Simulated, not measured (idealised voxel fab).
process module | voxel self aligned contacts
cross-section cut | 205 nm wide | cells 5 nm
A cross-section is a grid of square cells, given in bands from the top down. A band is one or more rows of cells.
Each band's line starts with the height of the band's top and of its bottom, in nm. Then come its materials from left to right, each with its width in nm. One material with "throughout" fills the band from edge to edge. "air" is empty space.
Height 0 is the level under which the wafer as received is all one material. The lowest band goes on downwards, as in "0 down".
A width such as "30 to 40" changes by the same amount from each row of cells to the next, from the band's top row to its bottom row.
"no change" after a step means that no cell of the cross-section changed.
closed voids: empty space of 8 cells or more with no open way to the top, each as width x height at its distance from the left edge, in nm
after a step's settings: what the simulator itself notes on the step
overlay nm, on a step with a mask: how far to the right of its planned place the mask lay; to the left if negative
plan
1 op RECEIVE | material Si
2 op OXIDIZE | depth nm 5
3 op DIRECTIONAL_DEP | material polySi | thk nm 20
4 op DIRECTIONAL_DEP | material SiN | thk nm 20
5 op PATTERN | tone cover | mask id GATE | material resist | width nm 35 | pitch nm 65 | thk nm 20 | overlay nm 0
6 op DIRECTIONAL_ETCH | etch materials SiN | depth nm 20
7 op DIRECTIONAL_ETCH | etch materials polySi | depth nm 20
8 op STRIP | etch materials resist
9 op CONFORMAL_DEP | material SiN | thk nm 5
10 op DIRECTIONAL_ETCH | etch materials SiN | depth nm 5
11 op FILL_DEP | material SiO2 | thk nm 15
12 op CMP | height nm 50
13 op PATTERN | tone open | mask id CONTACT | material resist | width nm 40 | pitch nm 65 | thk nm 15 | overlay nm 0
14 op DIRECTIONAL_ETCH | etch materials SiO2 | depth nm 55
15 op STRIP | etch materials resist
16 op CONFORMAL_DEP | material TiN | thk nm 5
17 op FILL_DEP | material W | thk nm 5
18 op CMP | height nm 50
19 op CONFORMAL_DEP | material SiN | thk nm 5
as received, after step 1
  0 down: Si throughout
  closed voids: none
a wafer at the end: this start, this plan, one mistake
  55 to 50: SiN throughout
  50 to 40: SiO2 55 | TiN 5 to 10 | W 20 to 10 | TiN 5 to 10 | SiO2 35 | TiN 5 to 10 | W 20 to 10 | TiN 5 to 10 | SiO2 55
  40 to 20: SiO2 15 | SiN 45 | TiN 5 | W 10 | TiN 5 | SiN 45 | TiN 5 | W 10 | TiN 5 | SiN 45 | SiO2 15
  20 to 0: SiO2 15 | SiN 5 | polySi 35 | SiN 5 | TiN 5 | W 10 | TiN 5 | SiN 5 | polySi 35 | SiN 5 | TiN 5 | W 10 | TiN 5 | SiN 5 | polySi 35 | SiN 5 | SiO2 15
  0 to -5: SiO2 60 | TiN 20 | SiO2 45 | TiN 20 | SiO2 60
  -5 down: Si throughout
  closed voids: none
what went wrong: step 13 ran as: op PATTERN | tone open | mask id CONTACT | material resist | width nm 30 | pitch nm 65 | thk nm 15 | overlay nm 0
